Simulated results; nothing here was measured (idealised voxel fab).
The process module that follows is named voxel capacitor over wiring.
Section shown: cut. Width: 200 nm. Cell size: 5 nm, square.
Reading order for cross-sections: top band down to bottom band. Underlying form: a grid of square cells. Band size: one or more rows of cells.
Within each band entry, the heights of the top and of the bottom of the band appear first, in that order and in nm; the materials of the band then follow from left to right, each with its corresponding width in nm. The designation "throughout" on a single material indicates that it fills the band from edge to edge; the designation "air" indicates empty space.
Note: height 0 marks the level under which the wafer is uniformly one material as received. Lowest band unbounded below, written "0 nm and below".
The expression "30->40" gives the width at the extremes of the band, the first number at its top row of cells and the second at its bottom row, with the width changing by equal amounts from each row to the next in between.
"no change" after a step means that no cell of the cross-section changed.
This entry, "Tabulated closed voids", enumerates those empty regions of no fewer than 8 cells that possess no open connection to the top. Each region is reported in the form width x height at distance, the distance being taken from the left edge, with all three quantities expressed in nm.
On a step's line, text after the settings is the simulator commenting on that step.
For masked steps, "overlay nm" on the step line gives how far right of plan the mask actually lay; a minus sign means it lay to the left.
-- This section lists the process steps that were planned
1 RECEIVE [material Si]
2 CONFORMAL_DEP [material SiO2] [thk nm 15]
3 DIRECTIONAL_DEP [material TiN] [thk nm 5]
4 DIRECTIONAL_DEP [material W] [thk nm 25]
5 DIRECTIONAL_DEP [material aC] [thk nm 15]
6 PATTERN [tone cover] [mask id METAL_1] [material resist] [width nm 25] [pitch nm 95] [thk nm 30] [overlay nm 0]
7 DIRECTIONAL_ETCH [etch materials aC] [depth nm 15]
8 STRIP [etch materials resist]
9 DIRECTIONAL_ETCH [etch materials W] [depth nm 25]
10 DIRECTIONAL_ETCH [etch materials TiN] [depth nm 5]
11 STRIP [etch materials aC]
12 FILL_DEP [material SiO2] [thk nm 10]
13 CMP [height nm 45]
14 CONFORMAL_DEP [material SiCN] [thk nm 5]
15 DIRECTIONAL_DEP [material lowk] [thk nm 20]
16 DIRECTIONAL_DEP [material aC] [thk nm 15]
17 PATTERN [tone open] [mask id PLUG_1] [material resist] [width nm 15] [thk nm 30] [overlay nm 0]
18 DIRECTIONAL_ETCH [etch materials aC] [depth nm 15]
19 STRIP [etch materials resist]
20 DIRECTIONAL_ETCH [etch materials lowk] [depth nm 20]
21 DIRECTIONAL_ETCH [etch materials SiCN] [depth nm 5]
22 STRIP [etch materials aC]
23 CONFORMAL_DEP [material TiN] [thk nm 5]
24 FILL_DEP [material Cu] [thk nm 5]
25 CMP [height nm 70]
26 DIRECTIONAL_DEP [material TiN] [thk nm 10]
27 DIRECTIONAL_DEP [material HfO2] [thk nm 5]
28 DIRECTIONAL_DEP [material TiN] [thk nm 5]
29 MASKED_ETCH [tone cover] [mask id UPPER_PLATE] [width nm 75] [etch materials TiN] [depth nm 5] [overlay nm 0]
30 MASKED_ETCH [tone cover] [mask id UPPER_PLATE] [width nm 75] [etch materials HfO2] [depth nm 5] [overlay nm 0]
31 MASKED_ETCH [tone cover] [mask id LOWER_PLATE] [width nm 85] [etch materials TiN] [depth nm 10] [overlay nm 0]
32 FILL_DEP [material SiO2] [thk nm 15]
33 CMP [height nm 100]
34 PATTERN [tone open] [mask id PLUG_2] [material resist] [width nm 15] [thk nm 20] [overlay nm 0]
35 DIRECTIONAL_ETCH [etch materials SiO2] [depth nm 10]
36 STRIP [etch materials resist]
37 CONFORMAL_DEP [material TiN] [thk nm 5]
38 FILL_DEP [material W] [thk nm 5]
39 CMP [height nm 100]
40 CONFORMAL_DEP [material SiN] [thk nm 5]
-- Below: the first of two wafers, run as planned
-- Wafer cross-section on receipt, i.e. after step 1
	0 nm and below | Si throughout
	Tabulated closed voids: none
-- Sectional view: wafer, after step 2
	15 nm to 0 nm | SiO2 throughout
	Anything lower than 0 is untouched.
-- Sectional view: wafer, after step 3
	20 nm to 15 nm | TiN throughout
	Anything lower than 15 is untouched.
-- Sectional view: wafer, after step 4
	45 nm to 20 nm | W throughout
	Anything lower than 20 is untouched.
-- Sectional view: wafer, after step 5
	60 nm to 45 nm | aC throughout
	Anything lower than 45 is untouched.
-- Sectional view: wafer, after step 6
	90 nm to 60 nm | 40 nm air; 25 nm resist; 70 nm air; 25 nm resist; 40 nm air
	Anything lower than 60 is untouched.
-- Sectional view: wafer, after step 7
	75 nm to 60 nm | 40 nm air; 25 nm resist; 70 nm air; 25 nm resist; 40 nm air
	60 nm to 45 nm | 40 nm air; 25 nm aC; 70 nm air; 25 nm aC; 40 nm air
	Anything lower than 45 is untouched.
-- Sectional view: wafer, after step 8
	60 nm to 45 nm | 40 nm air; 25 nm aC; 70 nm air; 25 nm aC; 40 nm air
	Anything lower than 45 is untouched.
-- Sectional view: wafer, after step 9
	60 nm to 45 nm | 40 nm air; 25 nm aC; 70 nm air; 25 nm aC; 40 nm air
	45 nm to 20 nm | 40 nm air; 25 nm W; 70 nm air; 25 nm W; 40 nm air
	Anything lower than 20 is untouched.
-- Sectional view: wafer, after step 10
	60 nm to 45 nm | 40 nm air; 25 nm aC; 70 nm air; 25 nm aC; 40 nm air
	45 nm to 20 nm | 40 nm air; 25 nm W; 70 nm air; 25 nm W; 40 nm air
	20 nm to 15 nm | 40 nm air; 25 nm TiN; 70 nm air; 25 nm TiN; 40 nm air
	Anything lower than 15 is untouched.
-- Sectional view: wafer, after step 11
	45 nm to 20 nm | 40 nm air; 25 nm W; 70 nm air; 25 nm W; 40 nm air
	Anything lower than 20 is untouched.
-- Sectional view: wafer, after step 12
	55 nm to 45 nm | SiO2 throughout
	45 nm to 20 nm | 40 nm SiO2; 25 nm W; 70 nm SiO2; 25 nm W; 40 nm SiO2
	20 nm to 15 nm | 40 nm SiO2; 25 nm TiN; 70 nm SiO2; 25 nm TiN; 40 nm SiO2
	Anything lower than 15 is untouched.
-- Sectional view: wafer, after step 13
	45 nm to 20 nm | 40 nm SiO2; 25 nm W; 70 nm SiO2; 25 nm W; 40 nm SiO2
	Anything lower than 20 is untouched.
-- Sectional view: wafer, after step 14
	50 nm to 45 nm | SiCN throughout
	Anything lower than 45 is untouched.
-- Sectional view: wafer, after step 15
	70 nm to 50 nm | lowk throughout
	Anything lower than 50 is untouched.
-- Sectional view: wafer, after step 16
	85 nm to 70 nm | aC throughout
	Anything lower than 70 is untouched.
-- Sectional view: wafer, after step 17
	115 nm to 85 nm | 50 nm resist; 15 nm air; 135 nm resist
	Anything lower than 85 is untouched.
-- Sectional view: wafer, after step 18
	100 nm to 85 nm | 50 nm resist; 15 nm air; 135 nm resist
	85 nm to 70 nm | 50 nm aC; 15 nm air; 135 nm aC
	Anything lower than 70 is untouched.
-- Sectional view: wafer, after step 19
	85 nm to 70 nm | 50 nm aC; 15 nm air; 135 nm aC
	Anything lower than 70 is untouched.
-- Sectional view: wafer, after step 20
	85 nm to 70 nm | 50 nm aC; 15 nm air; 135 nm aC
	70 nm to 50 nm | 50 nm lowk; 15 nm air; 135 nm lowk
	Anything lower than 50 is untouched.
-- Sectional view: wafer, after step 21
	85 nm to 70 nm | 50 nm aC; 15 nm air; 135 nm aC
	70 nm to 50 nm | 50 nm lowk; 15 nm air; 135 nm lowk
	50 nm to 45 nm | 50 nm SiCN; 15 nm air; 135 nm SiCN
	Anything lower than 45 is untouched.
-- Sectional view: wafer, after step 22
	70 nm to 50 nm | 50 nm lowk; 15 nm air; 135 nm lowk
	Anything lower than 50 is untouched.
-- Sectional view: wafer, after step 23
	75 nm to 70 nm | 55 nm TiN; 5 nm air; 140 nm TiN
	70 nm to 50 nm | 50 nm lowk; 5 nm TiN; 5 nm air; 5 nm TiN; 135 nm lowk
	50 nm to 45 nm | 50 nm SiCN; 15 nm TiN; 135 nm SiCN
	Anything lower than 45 is untouched.
-- Sectional view: wafer, after step 24
	80 nm to 75 nm | Cu throughout
	75 nm to 70 nm | 55 nm TiN; 5 nm Cu; 140 nm TiN
	70 nm to 50 nm | 50 nm lowk; 5 nm TiN; 5 nm Cu; 5 nm TiN; 135 nm lowk
	Anything lower than 50 is untouched.
-- Sectional view: wafer, after step 25
	70 nm to 50 nm | 50 nm lowk; 5 nm TiN; 5 nm Cu; 5 nm TiN; 135 nm lowk
	Anything lower than 50 is untouched.
-- Sectional view: wafer, after step 26
	80 nm to 70 nm | TiN throughout
	Anything lower than 70 is untouched.
-- Sectional view: wafer, after step 27
	85 nm to 80 nm | HfO2 throughout
	Anything lower than 80 is untouched.
-- Sectional view: wafer, after step 28
	90 nm to 85 nm | TiN throughout
	Anything lower than 85 is untouched.
-- Sectional view: wafer, after step 29
	90 nm to 85 nm | 50 nm air; 75 nm TiN; 75 nm air
	Anything lower than 85 is untouched.
-- Sectional view: wafer, after step 30
	90 nm to 85 nm | 50 nm air; 75 nm TiN; 75 nm air
	85 nm to 80 nm | 50 nm air; 75 nm HfO2; 75 nm air
	Anything lower than 80 is untouched.
-- Sectional view: wafer, after step 31
	90 nm to 85 nm | 50 nm air; 75 nm TiN; 75 nm air
	85 nm to 80 nm | 50 nm air; 75 nm HfO2; 75 nm air
	80 nm to 70 nm | 45 nm air; 85 nm TiN; 70 nm air
	Anything lower than 70 is untouched.
-- Sectional view: wafer, after step 32
	105 nm to 90 nm | SiO2 throughout
	90 nm to 85 nm | 50 nm SiO2; 75 nm TiN; 75 nm SiO2
	85 nm to 80 nm | 50 nm SiO2; 75 nm HfO2; 75 nm SiO2
	80 nm to 70 nm | 45 nm SiO2; 85 nm TiN; 70 nm SiO2
	Anything lower than 70 is untouched.
-- Sectional view: wafer, after step 33
	100 nm to 90 nm | SiO2 throughout
	Anything lower than 90 is untouched.
-- Sectional view: wafer, after step 34
	120 nm to 100 nm | 60 nm resist; 15 nm air; 125 nm resist
	Anything lower than 100 is untouched.
-- Sectional view: wafer, after step 35
	120 nm to 100 nm | 60 nm resist; 15 nm air; 125 nm resist
	100 nm to 90 nm | 60 nm SiO2; 15 nm air; 125 nm SiO2
	Anything lower than 90 is untouched.
-- Sectional view: wafer, after step 36
	100 nm to 90 nm | 60 nm SiO2; 15 nm air; 125 nm SiO2
	Anything lower than 90 is untouched.
-- Sectional view: wafer, after step 37
	105 nm to 100 nm | 65 nm TiN; 5 nm air; 130 nm TiN
	100 nm to 95 nm | 60 nm SiO2; 5 nm TiN; 5 nm air; 5 nm TiN; 125 nm SiO2
	95 nm to 85 nm | 60->50 nm SiO2; 15->75 nm TiN; 125->75 nm SiO2
	Anything lower than 85 is untouched.
-- Sectional view: wafer, after step 38
	110 nm to 105 nm | W throughout
	105 nm to 100 nm | 65 nm TiN; 5 nm W; 130 nm TiN
	100 nm to 95 nm | 60 nm SiO2; 5 nm TiN; 5 nm W; 5 nm TiN; 125 nm SiO2
	Anything lower than 95 is untouched.
-- Sectional view: wafer, after step 39
	100 nm to 95 nm | 60 nm SiO2; 5 nm TiN; 5 nm W; 5 nm TiN; 125 nm SiO2
	Anything lower than 95 is untouched.
-- Sectional view: wafer, after step 40
	105 nm to 100 nm | SiN throughout
	Anything lower than 100 is untouched.
-- Wafer two. Identical start, identical plan. One mistake in execution. Identical history through step 1
-- Look at the second wafer in cross-section at the time step 2 ought to have finished
	30 nm to 0 nm | SiO2 throughout
	Anything lower than 0 is untouched.
-- Look at the second wafer in cross-section at the time step 3 ought to have finished
	35 nm to 30 nm | TiN throughout
	Anything lower than 30 is untouched.
-- Look at the second wafer in cross-section at the time step 4 ought to have finished
	60 nm to 35 nm | W throughout
	Anything lower than 35 is untouched.
-- Look at the second wafer in cross-section at the time step 5 ought to have finished
	75 nm to 60 nm | aC throughout
	Anything lower than 60 is untouched.
-- Look at the second wafer in cross-section at the time step 6 ought to have finished
	105 nm to 75 nm | 40 nm air; 25 nm resist; 70 nm air; 25 nm resist; 40 nm air
	Anything lower than 75 is untouched.
-- Look at the second wafer in cross-section at the time step 7 ought to have finished
	90 nm to 75 nm | 40 nm air; 25 nm resist; 70 nm air; 25 nm resist; 40 nm air
	75 nm to 60 nm | 40 nm air; 25 nm aC; 70 nm air; 25 nm aC; 40 nm air
	Anything lower than 60 is untouched.
-- Look at the second wafer in cross-section at the time step 8 ought to have finished
	75 nm to 60 nm | 40 nm air; 25 nm aC; 70 nm air; 25 nm aC; 40 nm air
	Anything lower than 60 is untouched.
-- Look at the second wafer in cross-section at the time step 9 ought to have finished
	75 nm to 60 nm | 40 nm air; 25 nm aC; 70 nm air; 25 nm aC; 40 nm air
	60 nm to 35 nm | 40 nm air; 25 nm W; 70 nm air; 25 nm W; 40 nm air
	Anything lower than 35 is untouched.
-- Look at the second wafer in cross-section at the time step 10 ought to have finished
	75 nm to 60 nm | 40 nm air; 25 nm aC; 70 nm air; 25 nm aC; 40 nm air
	60 nm to 35 nm | 40 nm air; 25 nm W; 70 nm air; 25 nm W; 40 nm air
	35 nm to 30 nm | 40 nm air; 25 nm TiN; 70 nm air; 25 nm TiN; 40 nm air
	Anything lower than 30 is untouched.
-- Look at the second wafer in cross-section at the time step 11 ought to have finished
	60 nm to 35 nm | 40 nm air; 25 nm W; 70 nm air; 25 nm W; 40 nm air
	Anything lower than 35 is untouched.
-- Look at the second wafer in cross-section at the time step 12 ought to have finished
	70 nm to 60 nm | SiO2 throughout
	60 nm to 35 nm | 40 nm SiO2; 25 nm W; 70 nm SiO2; 25 nm W; 40 nm SiO2
	35 nm to 30 nm | 40 nm SiO2; 25 nm TiN; 70 nm SiO2; 25 nm TiN; 40 nm SiO2
	Anything lower than 30 is untouched.
-- Look at the second wafer in cross-section at the time step 13 ought to have finished
	45 nm to 35 nm | 40 nm SiO2; 25 nm W; 70 nm SiO2; 25 nm W; 40 nm SiO2
	Anything lower than 35 is untouched.
-- Look at the second wafer in cross-section at the time step 14 ought to have finished
	50 nm to 45 nm | SiCN throughout
	Anything lower than 45 is untouched.
-- Look at the second wafer in cross-section at the time step 15 ought to have finished
	70 nm to 50 nm | lowk throughout
	Anything lower than 50 is untouched.
-- Look at the second wafer in cross-section at the time step 16 ought to have finished
	85 nm to 70 nm | aC throughout
	Anything lower than 70 is untouched.
-- Look at the second wafer in cross-section at the time step 17 ought to have finished
	115 nm to 85 nm | 50 nm resist; 15 nm air; 135 nm resist
	Anything lower than 85 is untouched.
-- Look at the second wafer in cross-section at the time step 18 ought to have finished
	100 nm to 85 nm | 50 nm resist; 15 nm air; 135 nm resist
	85 nm to 70 nm | 50 nm aC; 15 nm air; 135 nm aC
	Anything lower than 70 is untouched.
-- Look at the second wafer in cross-section at the time step 19 ought to have finished
	85 nm to 70 nm | 50 nm aC; 15 nm air; 135 nm aC
	Anything lower than 70 is untouched.
-- Look at the second wafer in cross-section at the time step 20 ought to have finished
	85 nm to 70 nm | 50 nm aC; 15 nm air; 135 nm aC
	70 nm to 50 nm | 50 nm lowk; 15 nm air; 135 nm lowk
	Anything lower than 50 is untouched.
-- Look at the second wafer in cross-section at the time step 21 ought to have finished
	85 nm to 70 nm | 50 nm aC; 15 nm air; 135 nm aC
	70 nm to 50 nm | 50 nm lowk; 15 nm air; 135 nm lowk
	50 nm to 45 nm | 50 nm SiCN; 15 nm air; 135 nm SiCN
	Anything lower than 45 is untouched.
-- Look at the second wafer in cross-section at the time step 22 ought to have finished
	70 nm to 50 nm | 50 nm lowk; 15 nm air; 135 nm lowk
	Anything lower than 50 is untouched.
-- Look at the second wafer in cross-section at the time step 23 ought to have finished
	75 nm to 70 nm | 55 nm TiN; 5 nm air; 140 nm TiN
	70 nm to 50 nm | 50 nm lowk; 5 nm TiN; 5 nm air; 5 nm TiN; 135 nm lowk
	50 nm to 45 nm | 50 nm SiCN; 15 nm TiN; 135 nm SiCN
	Anything lower than 45 is untouched.
-- Look at the second wafer in cross-section at the time step 24 ought to have finished
	80 nm to 75 nm | Cu throughout
	75 nm to 70 nm | 55 nm TiN; 5 nm Cu; 140 nm TiN
	70 nm to 50 nm | 50 nm lowk; 5 nm TiN; 5 nm Cu; 5 nm TiN; 135 nm lowk
	Anything lower than 50 is untouched.
-- Look at the second wafer in cross-section at the time step 25 ought to have finished
	70 nm to 50 nm | 50 nm lowk; 5 nm TiN; 5 nm Cu; 5 nm TiN; 135 nm lowk
	Anything lower than 50 is untouched.
-- Look at the second wafer in cross-section at the time step 26 ought to have finished
	80 nm to 70 nm | TiN throughout
	Anything lower than 70 is untouched.
-- Look at the second wafer in cross-section at the time step 27 ought to have finished
	85 nm to 80 nm | HfO2 throughout
	Anything lower than 80 is untouched.
-- Look at the second wafer in cross-section at the time step 28 ought to have finished
	90 nm to 85 nm | TiN throughout
	Anything lower than 85 is untouched.
-- Look at the second wafer in cross-section at the time step 29 ought to have finished
	90 nm to 85 nm | 50 nm air; 75 nm TiN; 75 nm air
	Anything lower than 85 is untouched.
-- Look at the second wafer in cross-section at the time step 30 ought to have finished
	90 nm to 85 nm | 50 nm air; 75 nm TiN; 75 nm air
	85 nm to 80 nm | 50 nm air; 75 nm HfO2; 75 nm air
	Anything lower than 80 is untouched.
-- Look at the second wafer in cross-section at the time step 31 ought to have finished
	90 nm to 85 nm | 50 nm air; 75 nm TiN; 75 nm air
	85 nm to 80 nm | 50 nm air; 75 nm HfO2; 75 nm air
	80 nm to 70 nm | 45 nm air; 85 nm TiN; 70 nm air
	Anything lower than 70 is untouched.
-- Look at the second wafer in cross-section at the time step 32 ought to have finished
	105 nm to 90 nm | SiO2 throughout
	90 nm to 85 nm | 50 nm SiO2; 75 nm TiN; 75 nm SiO2
	85 nm to 80 nm | 50 nm SiO2; 75 nm HfO2; 75 nm SiO2
	80 nm to 70 nm | 45 nm SiO2; 85 nm TiN; 70 nm SiO2
	Anything lower than 70 is untouched.
-- Look at the second wafer in cross-section at the time step 33 ought to have finished
	100 nm to 90 nm | SiO2 throughout
	Anything lower than 90 is untouched.
-- Look at the second wafer in cross-section at the time step 34 ought to have finished
	120 nm to 100 nm | 60 nm resist; 15 nm air; 125 nm resist
	Anything lower than 100 is untouched.
-- Look at the second wafer in cross-section at the time step 35 ought to have finished
	120 nm to 100 nm | 60 nm resist; 15 nm air; 125 nm resist
	100 nm to 90 nm | 60 nm SiO2; 15 nm air; 125 nm SiO2
	Anything lower than 90 is untouched.
-- Look at the second wafer in cross-section at the time step 36 ought to have finished
	100 nm to 90 nm | 60 nm SiO2; 15 nm air; 125 nm SiO2
	Anything lower than 90 is untouched.
-- Look at the second wafer in cross-section at the time step 37 ought to have finished
	105 nm to 100 nm | 65 nm TiN; 5 nm air; 130 nm TiN
	100 nm to 95 nm | 60 nm SiO2; 5 nm TiN; 5 nm air; 5 nm TiN; 125 nm SiO2
	95 nm to 85 nm | 60->50 nm SiO2; 15->75 nm TiN; 125->75 nm SiO2
	Anything lower than 85 is untouched.
-- Look at the second wafer in cross-section at the time step 38 ought to have finished
	110 nm to 105 nm | W throughout
	105 nm to 100 nm | 65 nm TiN; 5 nm W; 130 nm TiN
	100 nm to 95 nm | 60 nm SiO2; 5 nm TiN; 5 nm W; 5 nm TiN; 125 nm SiO2
	Anything lower than 95 is untouched.
-- Look at the second wafer in cross-section at the time step 39 ought to have finished
	100 nm to 95 nm | 60 nm SiO2; 5 nm TiN; 5 nm W; 5 nm TiN; 125 nm SiO2
	Anything lower than 95 is untouched.
-- Look at the second wafer in cross-section at the time step 40 ought to have finished
	105 nm to 100 nm | SiN throughout
	Anything lower than 100 is untouched.
What went wrong in running the wafer? step 2, plan: ran twice
Per the end-of-run cell counts, the second wafer holds more or fewer of some materials than the first: 30 more of SiO2 | 30 fewer of W
